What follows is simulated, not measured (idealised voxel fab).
voxel self aligned vias: a process module
Section shown: cut. Width: 250 nm. Cell size: 5 nm, square.
Cross-section, as written here: a square-cell grid given band by band from the top down, where a band holds one or more rows of cells. For a band, the entry starts with two heights in nm, that of the top and then that of the bottom, and carries on with the band's materials in order from left to right, each alongside its width in nm; the word "all across" beside a single material means it fills the band edge to edge, and "air" means empty space. Counting heights begins at 0, where everything beneath is, in the wafer as received, one material. The lowest band has no bottom; it goes on downwards, as "z 0 and below" shows. A width given as "30..40" starts at the first number in the band's top row and ends at the second number in its bottom row, shifting by an equal amount at every step from row to row. Given "all unchanged" for a step, no cell of the cross-section differs between before and after that step. Reported under the label "Closed voids list" are the empty spaces having no open way to the top and comprising 8 cells or more; the notation for each is width x height at distance, in which the distance is measured from the left edge and all three values are in nm. Post-settings text on a step line: simulator's own remark regarding the step. The optional step-line setting "overlay nm" applies to steps with a mask and quantifies how far to the right of its planned location the mask lay, a negative value indicating leftward placement.
So here's the lineup of process steps we planned:
- 1: RECEIVE: material Si
- 2: CONFORMAL_DEP: material SiO2, thk nm 15
- 3: CONFORMAL_DEP: material SiCN, thk nm 5
- 4: DIRECTIONAL_DEP: material lowk, thk nm 25
- 5: MASKED_ETCH: tone open, mask id LINES, width nm 25, pitch nm 60, etch materials lowk, depth nm 25, overlay nm 0
- 6: CONFORMAL_DEP: material TiN, thk nm 5
- 7: FILL_DEP: material W, thk nm 5
- 8: CMP: height nm 45
- 9: SELECTIVE_ETCH: etch materials W Ru TiN, depth nm 10
- 10: FILL_DEP: material SiN, thk nm 5
- 11: CMP: height nm 45
- 12: DIRECTIONAL_DEP: material lowk, thk nm 20
- 13: DIRECTIONAL_DEP: material aC, thk nm 10
- 14: PATTERN: tone open, mask id VIAS, material resist, width nm 45, pitch nm 60, thk nm 30, overlay nm 0
- 15: DIRECTIONAL_ETCH: etch materials aC, depth nm 10
- 16: STRIP: etch materials resist
- 17: DIRECTIONAL_ETCH: etch materials lowk, depth nm 20
- 18: DIRECTIONAL_ETCH: etch materials SiN, depth nm 10
- 19: STRIP: etch materials aC
- 20: CONFORMAL_DEP: material TiN, thk nm 5
- 21: FILL_DEP: material Cu, thk nm 10
- 22: CMP: height nm 65
- 23: CONFORMAL_DEP: material SiCN, thk nm 5
Shown in cross-section is the wafer as received, that is, as it stands after step 1:
> z 0 and below: Si all across
> Closed voids list: none
Starting structure and process plan are as shown above, but one mistake was made in running the module; the wafer cross-section at the end of the module follows:
> z 85 to 80: SiCN all across
> z 80 to 70: Cu all across
> z 70 to 65: TiN 75 / Cu 35 / TiN 25 / Cu 35 / TiN 80
> z 65 to 50: lowk 70 / TiN 5 / Cu 35 / TiN 5 / lowk 15 / TiN 5 / Cu 35 / TiN 5 / lowk 75
> z 50 to 40: lowk 70..80 / TiN 15..5 / Cu 15 / TiN 15..5 / lowk 15..35 / TiN 15..5 / Cu 15 / TiN 15..5 / lowk 75..85
> z 40 to 35: lowk 80 / TiN 25 / lowk 35 / TiN 25 / lowk 85
> z 35 to 25: lowk 80 / TiN 5 / W 15 / TiN 5 / lowk 35 / TiN 5 / W 15 / TiN 5 / lowk 85
> z 25 to 20: lowk 80 / TiN 25 / lowk 35 / TiN 25 / lowk 85
> z 20 to 15: SiCN all across
> z 15 to 0: SiO2 all across
> z 0 and below: Si all across
> Closed voids list: none
What was done differently from what was planned? step 22 of the plan did not run at all; it was left out
